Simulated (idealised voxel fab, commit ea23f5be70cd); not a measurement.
process module | voxel transistor to metal
cross-section cut | 205 nm wide | cells 5 nm
A cross-section is a grid of square cells, given in bands from the top down. A band is one or more rows of cells.
Each band's line starts with the height of the band's top and of its bottom, in nm. Then come its materials from left to right, each with its width in nm. One material with "throughout" fills the band from edge to edge. "air" is empty space.
Height 0 is the level under which the wafer as received is all one material. The lowest band goes on downwards, as in "0 down".
A width such as "30 to 40" changes by the same amount from each row of cells to the next, from the band's top row to its bottom row.
"no change" after a step means that no cell of the cross-section changed.
closed voids: empty space of 8 cells or more with no open way to the top, each as width x height at its distance from the left edge, in nm
after a step's settings: what the simulator itself notes on the step
overlay nm, on a step with a mask: how far to the right of its planned place the mask lay; to the left if negative
plan
1 op RECEIVE | material Si
2 op CONFORMAL_DEP | material SiO2 | thk nm 5
3 op CONFORMAL_DEP | material SiN | thk nm 15
4 op PATTERN | tone cover | mask id ACTIVE | material resist | width nm 115 | thk nm 15 | overlay nm 0
5 op DIRECTIONAL_ETCH | etch materials SiN | depth nm 15
6 op DIRECTIONAL_ETCH | etch materials SiO2 | depth nm 5
7 op DIRECTIONAL_ETCH | etch materials Si | depth nm 35
8 op STRIP | etch materials resist
9 op OXIDIZE | depth nm 5
10 op FILL_DEP | material SiO2 | thk nm 5
11 op CMP | height nm 20
12 op SELECTIVE_ETCH | etch materials SiO2 | depth nm 10
13 op STRIP | etch materials SiN
14 op SELECTIVE_ETCH | etch materials SiO2 | depth nm 5
15 op OXIDIZE | depth nm 5
16 op DIRECTIONAL_DEP | material polySi | thk nm 20
17 op DIRECTIONAL_DEP | material SiCN | thk nm 15
18 op PATTERN | tone cover | mask id GATE | material resist | width nm 35 | thk nm 15 | overlay nm 0
19 op DIRECTIONAL_ETCH | etch materials SiCN | depth nm 25
20 op DIRECTIONAL_ETCH | etch materials polySi | depth nm 30
21 op STRIP | etch materials resist
22 op CONFORMAL_DEP | material SiN | thk nm 5
23 op DIRECTIONAL_ETCH | etch materials SiN | depth nm 5
24 op DIRECTIONAL_ETCH | etch materials SiO2 | depth nm 5
25 op DIRECTIONAL_ETCH | etch materials Si | depth nm 5
26 op EPI | material nSi | thk nm 10
27 op FILL_DEP | material SiO2 | thk nm 10
28 op CMP | height nm 20
29 op STRIP | etch materials polySi
30 op SELECTIVE_ETCH | etch materials SiO2 | depth nm 5
31 op CONFORMAL_DEP | material HfO2 | thk nm 5
32 op CONFORMAL_DEP | material TiN | thk nm 5
33 op FILL_DEP | material W | thk nm 5
34 op CMP | height nm 15
35 op DIRECTIONAL_DEP | material SiO2 | thk nm 10
36 op MASKED_ETCH | tone open | mask id CONTACT | width nm 20 | pitch nm 85 | etch materials SiO2 | depth nm 25 | overlay nm 0
37 op CONFORMAL_DEP | material TiN | thk nm 5
38 op FILL_DEP | material Ru | thk nm 5
39 op CMP | height nm 25
40 op CONFORMAL_DEP | material SiCN | thk nm 5
41 op DIRECTIONAL_DEP | material lowk | thk nm 25
42 op MASKED_ETCH | tone open | mask id METAL_1 | width nm 20 | pitch nm 85 | etch materials lowk | depth nm 25 | overlay nm 0
43 op MASKED_ETCH | tone open | mask id METAL_1 | width nm 20 | pitch nm 85 | etch materials SiCN | depth nm 5 | overlay nm 0
44 op CONFORMAL_DEP | material TiN | thk nm 5
45 op FILL_DEP | material Cu | thk nm 5
46 op CMP | height nm 55
47 op CONFORMAL_DEP | material SiCN | thk nm 5
48 op DIRECTIONAL_DEP | material lowk | thk nm 30
49 op DIRECTIONAL_DEP | material aC | thk nm 10
50 op PATTERN | tone open | mask id METAL_2_HOLES | material resist | width nm 15 | pitch nm 85 | thk nm 25 | overlay nm 0
51 op DIRECTIONAL_ETCH | etch materials aC | depth nm 10
52 op STRIP | etch materials resist
53 op DIRECTIONAL_ETCH | etch materials lowk | depth nm 30
54 op STRIP | etch materials aC
55 op DIRECTIONAL_DEP | material aC | thk nm 10
56 op PATTERN | tone open | mask id METAL_2 | material resist | width nm 20 | pitch nm 85 | thk nm 25 | overlay nm 0
57 op DIRECTIONAL_ETCH | etch materials aC | depth nm 10
58 op STRIP | etch materials resist
59 op DIRECTIONAL_ETCH | etch materials lowk | depth nm 15
60 op DIRECTIONAL_ETCH | etch materials SiCN | depth nm 5
61 op STRIP | etch materials aC
62 op CONFORMAL_DEP | material TiN | thk nm 5
63 op FILL_DEP | material Cu | thk nm 5
64 op CMP | height nm 90
65 op CONFORMAL_DEP | material SiN | thk nm 5
as received, after step 1
  0 down: Si throughout
  closed voids: none
first wafer at the end, as planned
  95 to 90: SiN throughout
  90 to 80: lowk 50 | TiN 5 | Cu 10 | TiN 5 | lowk 65 | TiN 5 | Cu 10 | TiN 5 | lowk 50
  80 to 75: lowk 50 | TiN 5 | Cu 5 | TiN 10 | lowk 65 | TiN 5 | Cu 5 | TiN 10 | lowk 50
  75 to 60: lowk 50 | TiN 5 | Cu 5 | TiN 5 | lowk 70 | TiN 5 | Cu 5 | TiN 5 | lowk 55
  60 to 55: SiCN 50 | TiN 15 | SiCN 70 | TiN 15 | SiCN 55
  55 to 30: lowk 50 | TiN 5 | Cu 10 | TiN 5 | lowk 65 | TiN 5 | Cu 10 | TiN 5 | lowk 50
  30 to 25: SiCN 50 | TiN 20 | SiCN 65 | TiN 20 | SiCN 50
  25 to 15: SiO2 50 | TiN 5 | Ru 10 | TiN 5 | SiO2 65 | TiN 5 | Ru 10 | TiN 5 | SiO2 50
  15 to 5: SiO2 50 | TiN 5 | Ru 10 | TiN 5 | SiO2 10 | SiN 5 | HfO2 5 | TiN 5 | W 15 | TiN 5 | HfO2 5 | SiN 5 | SiO2 10 | TiN 5 | Ru 10 | TiN 5 | SiO2 50
  5 to 0: SiO2 40 | SiN 5 | SiO2 5 | TiN 20 | nSi 10 | SiN 5 | HfO2 5 | TiN 25 | HfO2 5 | SiN 5 | nSi 10 | TiN 20 | SiO2 5 | SiN 5 | SiO2 40
  0 to -5: SiO2 45 | nSi 35 | HfO2 45 | nSi 35 | SiO2 45
  -5 to -10: SiO2 50 | nSi 30 | Si 45 | nSi 30 | SiO2 50
  -10 to -40: SiO2 50 | Si 105 | SiO2 50
  -40 down: Si throughout
  closed voids: none
second wafer at the end: like start, like plan, one mistake
  95 to 90: SiN throughout
  90 to 80: lowk 50 | TiN 5 | Cu 10 | TiN 5 | lowk 65 | TiN 5 | Cu 10 | TiN 5 | lowk 50
  80 to 75: lowk 50 | TiN 5 | Cu 5 | TiN 10 | lowk 65 | TiN 5 | Cu 5 | TiN 10 | lowk 50
  75 to 60: lowk 50 | TiN 5 | Cu 5 | TiN 5 | lowk 70 | TiN 5 | Cu 5 | TiN 5 | lowk 55
  60 to 55: SiCN 50 | TiN 15 | SiCN 70 | TiN 15 | SiCN 55
  55 to 30: lowk 50 | SiO2 5 | Cu 10 | SiO2 5 | lowk 65 | SiO2 5 | Cu 10 | SiO2 5 | lowk 50
  30 to 25: SiCN 50 | SiO2 20 | SiCN 65 | SiO2 20 | SiCN 50
  25 to 15: SiO2 50 | TiN 5 | Ru 10 | TiN 5 | SiO2 65 | TiN 5 | Ru 10 | TiN 5 | SiO2 50
  15 to 5: SiO2 50 | TiN 5 | Ru 10 | TiN 5 | SiO2 10 | SiN 5 | HfO2 5 | TiN 5 | W 15 | TiN 5 | HfO2 5 | SiN 5 | SiO2 10 | TiN 5 | Ru 10 | TiN 5 | SiO2 50
  5 to 0: SiO2 40 | SiN 5 | SiO2 5 | TiN 20 | nSi 10 | SiN 5 | HfO2 5 | TiN 25 | HfO2 5 | SiN 5 | nSi 10 | TiN 20 | SiO2 5 | SiN 5 | SiO2 40
  0 to -5: SiO2 45 | nSi 35 | HfO2 45 | nSi 35 | SiO2 45
  -5 to -10: SiO2 50 | nSi 30 | Si 45 | nSi 30 | SiO2 50
  -10 to -40: SiO2 50 | Si 105 | SiO2 50
  -40 down: Si throughout
  closed voids: none
what went wrong: step 44 ran as: op CONFORMAL_DEP | material SiO2 | thk nm 5
at the end the second wafer has, in cells: 28 more of SiO2 | 28 fewer of TiN
